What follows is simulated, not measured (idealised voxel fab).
voxel lift off: a process module
The cross-section on display is named cut; it measures 195 nm wide, and its cells are 5 nm squares.
How to read a cross-section here: the picture is a grid of square cells, written as bands going from the top down, and any band can span one or more rows of cells. Top height, bottom height, nm. Materials left to right, width each, nm. Single material + "full width" = fills band edge to edge. "empty" = empty. Beneath 0, the wafer as received is one material, and that level is where height counting begins. The lowest band goes on downward without a bottom; it is written like "0 -> down". Top row gets the first number, bottom row gets the second, and each row in between changes by the same step: that is how a band width like "30->40" works. It should be understood that the words "nothing different", when stated for a given step, signify that the cross-section underwent no change in any of its cells during that step. For the entry "closed voids", the listed items are empty spaces with no open way to the top whose size is 8 cells or more; each item follows the pattern width x height at distance, where distance is from the left edge and all three are in nm. Note: text after step settings on the step line = simulator remark on that step. On any step carrying a mask, the "overlay nm" setting, if present on the step's line, tells how far right of its planned place the mask lay; negative values point to the left.

-- Planned process steps
1) RECEIVE, material Si
2) CONFORMAL_DEP, material SiO2, thk nm 10
3) PATTERN, tone open, mask id LINES, material resist, width nm 20, pitch nm 40, thk nm 25, overlay nm 0
4) DIRECTIONAL_DEP, material Ru, thk nm 15
5) STRIP, etch materials resist
6) CONFORMAL_DEP, material SiO2, thk nm 10

-- Wafer at receipt (post step 1), cross-section
> 0 -> down: Si full width
> closed voids: none

-- Looking at the first of two wafers in cross-section at end of module - ran to plan
> 35 -> 25: empty: 55, then SiO2: 80, then empty: 60
> 25 -> 20: empty: 55, then SiO2: 10, then Ru: 20, then SiO2: 20, then Ru: 20, then SiO2: 10, then empty: 60
> 20 -> 10: SiO2: 65, then Ru: 20, then SiO2: 20, then Ru: 20, then SiO2: 70
> 10 -> 0: SiO2 full width
> 0 -> down: Si full width
> closed voids: none

-- Cross-section, wafer two of two, end of module: same start and plan as wafer one, one error in execution
> 35 -> 25: empty: 55, then SiO2: 85, then empty: 55
> 25 -> 20: empty: 55, then SiO2: 10, then Ru: 25, then SiO2: 15, then Ru: 25, then SiO2: 10, then empty: 55
> 20 -> 10: SiO2: 65, then Ru: 25, then SiO2: 15, then Ru: 25, then SiO2: 65
> 10 -> 0: SiO2 full width
> 0 -> down: Si full width
> closed voids: none
what went wrong: step 3 did not use the planned setting and instead ran as PATTERN, tone open, mask id LINES, material resist, width nm 25, pitch nm 40, thk nm 25, overlay nm 0
Counted in cells at the end, the second wafer holds more or fewer of these materials than the first: +6 Ru; -3 SiO2
